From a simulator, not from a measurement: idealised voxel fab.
The following is a process module called voxel air gaps.
This is section cut - it's 205 nm across, gridded in 5 nm square cells.
Cross-section layout: square cells on a grid; listed as bands, top to bottom; a band spans one or more cell rows. Top, bottom (nm), then materials left to right with widths (nm); lone material tagged "edge to edge" fills the whole band edge to edge; "air" = empty space. Heights are reckoned from 0. Under this level, the received wafer is all of one material. The bottommost band is open-ended downward, for example "0 down". The expression "30 to 40" gives the width at the extremes of the band, the first number at its top row of cells and the second at its bottom row, with the width changing by equal amounts from each row to the next in between. Step note "remained the same" = no cross-section cell changed. Empty spaces without an open route to the top, at least 8 cells in extent, make up the entry "Enclosed voids"; each is given as width x height at distance, where the distance is measured from the left edge, and all are in nm. What comes after the settings on a step's line is commentary from the simulator itself on that step. The line of a step may include "overlay nm". On a step with a mask, this value is how far to the right of its planned place the mask lay. A negative value means the mask lay to the left.
[Process steps foreseen in the plan]
1: RECEIVE, material Si
2: CONFORMAL_DEP, material SiO2, thk nm 10
3: CONFORMAL_DEP, material SiN, thk nm 5
4: DIRECTIONAL_DEP, material SiO2, thk nm 40
5: PATTERN, tone open, mask id LINES, material resist, width nm 15, pitch nm 40, thk nm 20, overlay nm 0
6: DIRECTIONAL_ETCH, etch materials SiO2, depth nm 40
7: STRIP, etch materials resist
8: CONFORMAL_DEP, material TiN, thk nm 5
9: FILL_DEP, material Cu, thk nm 5
10: CMP, height nm 55
11: EPI, material Ru, thk nm 10
12: SELECTIVE_ETCH, etch materials SiO2, depth nm 50
13: CONFORMAL_DEP, material SiN, thk nm 5
[Here's what the wafer looked like in cross-section when it arrived - that's after step 1]
    0 down = Si edge to edge
    Enclosed voids: none
[This is how the wafer looks in cross-section once the module is done, given the starting state and plan above and one mistake in carrying the plan out]
    65 to 60 = 40 air / 125 SiN / 40 air
    60 to 50 = 40 air / 5 SiN / 35 Ru / 5 SiN / 35 Ru / 5 SiN / 35 Ru / 5 SiN / 40 air
    50 to 45 = 40 air / 15 SiN / 5 TiN / 5 Cu / 5 TiN / 25 SiN / 5 TiN / 5 Cu / 5 TiN / 25 SiN / 5 TiN / 5 Cu / 5 TiN / 15 SiN / 40 air
    45 to 20 = 50 air / 5 SiN / 5 TiN / 5 Cu / 5 TiN / 5 SiN / 15 air / 5 SiN / 5 TiN / 5 Cu / 5 TiN / 5 SiN / 15 air / 5 SiN / 5 TiN / 5 Cu / 5 TiN / 5 SiN / 50 air
    20 to 15 = 55 SiN / 15 TiN / 25 SiN / 15 TiN / 25 SiN / 15 TiN / 55 SiN
    15 to 10 = SiN edge to edge
    10 to 0 = SiO2 edge to edge
    0 down = Si edge to edge
    Enclosed voids: 15 x 25 at 75; 15 x 25 at 115
Run error: step 10 did not use the planned setting and instead ran as CMP, height nm 50
